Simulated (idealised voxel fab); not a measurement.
Module name: voxel transistor to metal (process module)
It is cross-section cut that appears here, measuring 190 nm in width, its square cells being 5 nm in size.
Cross-section layout: square cells on a grid; listed as bands, top to bottom; a band spans one or more cell rows. The entry gives the band's vertical extent as a top height and a bottom height in nm, then its horizontal make-up as materials from left to right, each with a width in nm. "blank" stands for empty space; a single material marked "throughout" fills the band edge to edge. Note: height 0 marks the level under which the wafer is uniformly one material as received. Lowest band unbounded below, written "z 0 and below". You'd read "30..40" like this: the band's top row of cells is as wide as the first number, its bottom row is as wide as the second, and going down, every row changes width by the same amount as the row before did. For the purposes of this document, the phrase "same as before" attached to a step denotes that no cell within the cross-section was modified by that step. If an empty space has no open way to the top and is at least 8 cells in size, "Closed void register" lists it, written width x height at distance, where distance is measured from the left edge and every value is in nm. Step line, after settings: the simulator's comment on this step. overlay nm: how far to the right of its planned place the mask lay on this masked step (negative: to the left).

-- Set out below are the planned steps of the process
1,RECEIVE,material Si
2,OXIDIZE,depth nm 5
3,CONFORMAL_DEP,material SiN,thk nm 15
4,MASKED_ETCH,tone cover,mask id ACTIVE,width nm 135,etch materials SiN,depth nm 15,overlay nm 0
5,MASKED_ETCH,tone cover,mask id ACTIVE,width nm 135,etch materials SiO2,depth nm 5,overlay nm 0
6,MASKED_ETCH,tone cover,mask id ACTIVE,width nm 135,etch materials Si,depth nm 20,overlay nm 0
7,FILL_DEP,material SiO2,thk nm 10
8,CMP,height nm 15
9,SELECTIVE_ETCH,etch materials SiO2,depth nm 5
10,STRIP,etch materials SiN
11,SELECTIVE_ETCH,etch materials SiO2,depth nm 5
12,OXIDIZE,depth nm 5
13,DIRECTIONAL_DEP,material polySi,thk nm 30
14,DIRECTIONAL_DEP,material SiCN,thk nm 10
15,DIRECTIONAL_DEP,material aC,thk nm 15
16,PATTERN,tone cover,mask id GATE,material resist,width nm 35,thk nm 30,overlay nm 0
17,DIRECTIONAL_ETCH,etch materials aC,depth nm 15
18,STRIP,etch materials resist
19,DIRECTIONAL_ETCH,etch materials SiCN,depth nm 20
20,DIRECTIONAL_ETCH,etch materials polySi,depth nm 40
21,STRIP,etch materials aC
22,CONFORMAL_DEP,material SiN,thk nm 5
23,DIRECTIONAL_ETCH,etch materials SiN,depth nm 5
24,DIRECTIONAL_ETCH,etch materials SiO2,depth nm 5
25,DIRECTIONAL_ETCH,etch materials Si,depth nm 5
26,EPI,material nSi,thk nm 5
27,FILL_DEP,material SiO2,thk nm 10
28,CMP,height nm 25
29,STRIP,etch materials polySi
30,SELECTIVE_ETCH,etch materials SiO2,depth nm 5
31,CONFORMAL_DEP,material HfO2,thk nm 5
32,CONFORMAL_DEP,material TiN,thk nm 5
33,FILL_DEP,material W,thk nm 10
34,CMP,height nm 20
35,DIRECTIONAL_DEP,material SiO2,thk nm 15
36,MASKED_ETCH,tone open,mask id CONTACT,width nm 20,pitch nm 95,etch materials SiO2,depth nm 45,overlay nm 0
37,CONFORMAL_DEP,material TiN,thk nm 5
38,FILL_DEP,material W,thk nm 5
39,CMP,height nm 35
40,DIRECTIONAL_DEP,material TiN,thk nm 5
41,DIRECTIONAL_DEP,material W,thk nm 20
42,MASKED_ETCH,tone cover,mask id METAL_1,width nm 20,pitch nm 95,etch materials W,depth nm 20,overlay nm 0
43,MASKED_ETCH,tone cover,mask id METAL_1,width nm 20,pitch nm 95,etch materials TiN,depth nm 5,overlay nm 0
44,FILL_DEP,material lowk,thk nm 10
45,CMP,height nm 60
46,CONFORMAL_DEP,material SiCN,thk nm 5

-- Delivered wafer in cross-section: state after step 1
> z 0 and below | Si throughout
> Closed void register: none

-- First wafer of two, sectioned at end of module; run went per plan
> z 65 to 60 | SiCN throughout
> z 60 to 40 | lowk: 35, then W: 20, then lowk: 75, then W: 20, then lowk: 40
> z 40 to 35 | lowk: 35, then TiN: 20, then lowk: 75, then TiN: 20, then lowk: 40
> z 35 to 20 | SiO2: 35, then TiN: 5, then W: 10, then TiN: 5, then SiO2: 75, then TiN: 5, then W: 10, then TiN: 5, then SiO2: 40
> z 20 to 5 | SiO2: 35, then TiN: 5, then W: 10, then TiN: 5, then SiO2: 15, then SiN: 5, then HfO2: 5, then TiN: 5, then W: 15, then TiN: 5, then HfO2: 5, then SiN: 5, then SiO2: 15, then TiN: 5, then W: 10, then TiN: 5, then SiO2: 40
> z 5 to 0 | SiO2: 20, then SiN: 5, then SiO2: 10, then TiN: 5, then W: 10, then TiN: 5, then SiO2: 15, then SiN: 5, then HfO2: 5, then TiN: 5, then W: 15, then TiN: 5, then HfO2: 5, then SiN: 5, then SiO2: 15, then TiN: 5, then W: 10, then TiN: 5, then SiO2: 10, then SiN: 5, then SiO2: 25
> z 0 to -5 | SiO2: 20, then SiN: 5, then SiO2: 10, then TiN: 5, then W: 10, then TiN: 5, then SiO2: 15, then SiN: 5, then HfO2: 5, then TiN: 25, then HfO2: 5, then SiN: 5, then SiO2: 15, then TiN: 5, then W: 10, then TiN: 5, then SiO2: 10, then SiN: 5, then SiO2: 25
> z -5 to -10 | SiO2: 35, then TiN: 20, then SiO2: 10, then nSi: 5, then HfO2: 45, then nSi: 5, then SiO2: 10, then TiN: 20, then SiO2: 40
> z -10 to -15 | SiO2: 25, then nSi: 45, then Si: 45, then nSi: 45, then SiO2: 30
> z -15 to -25 | SiO2: 25, then Si: 135, then SiO2: 30
> z -25 and below | Si throughout
> Closed void register: none

-- Second wafer of the two, sectioned at the end of the module. It began like the first and followed the same plan, but one mistake was made while running it
> z 65 to 60 | SiCN throughout
> z 60 to 40 | lowk: 35, then W: 20, then lowk: 75, then W: 20, then lowk: 40
> z 40 to 35 | lowk: 35, then TiN: 20, then lowk: 75, then TiN: 20, then lowk: 40
> z 35 to 30 | W throughout
> z 30 to 25 | TiN: 40, then W: 10, then TiN: 85, then W: 10, then TiN: 45
> z 25 to 10 | SiO2: 35, then TiN: 5, then W: 10, then TiN: 5, then SiO2: 75, then TiN: 5, then W: 10, then TiN: 5, then SiO2: 40
> z 10 to 5 | SiO2: 35, then TiN: 5, then W: 10, then TiN: 5, then SiO2: 15, then SiN: 5, then HfO2: 5, then TiN: 5, then W: 15, then TiN: 5, then HfO2: 5, then SiN: 5, then SiO2: 15, then TiN: 5, then W: 10, then TiN: 5, then SiO2: 40
> z 5 to 0 | SiO2: 20, then SiN: 5, then SiO2: 10, then TiN: 5, then W: 10, then TiN: 5, then SiO2: 15, then SiN: 5, then HfO2: 5, then TiN: 5, then W: 15, then TiN: 5, then HfO2: 5, then SiN: 5, then SiO2: 15, then TiN: 5, then W: 10, then TiN: 5, then SiO2: 10, then SiN: 5, then SiO2: 25
> z 0 to -5 | SiO2: 20, then SiN: 5, then SiO2: 10, then TiN: 5, then W: 10, then TiN: 5, then SiO2: 15, then SiN: 5, then HfO2: 5, then TiN: 25, then HfO2: 5, then SiN: 5, then SiO2: 15, then TiN: 5, then W: 10, then TiN: 5, then SiO2: 10, then SiN: 5, then SiO2: 25
> z -5 to -10 | SiO2: 35, then TiN: 20, then SiO2: 10, then nSi: 5, then HfO2: 45, then nSi: 5, then SiO2: 10, then TiN: 20, then SiO2: 40
> z -10 to -15 | SiO2: 25, then nSi: 45, then Si: 45, then nSi: 45, then SiO2: 30
> z -15 to -25 | SiO2: 25, then Si: 135, then SiO2: 30
> z -25 and below | Si throughout
> Closed void register: none
Run error: so step 34 ended up running with a different setting than we planned, it ran as CMP,height nm 10
Final wafer comparison in cells, second versus first, more or fewer per material: HfO2: 4 fewer | SiN: 4 fewer | SiO2: 42 fewer | TiN: 22 more | W: 28 more
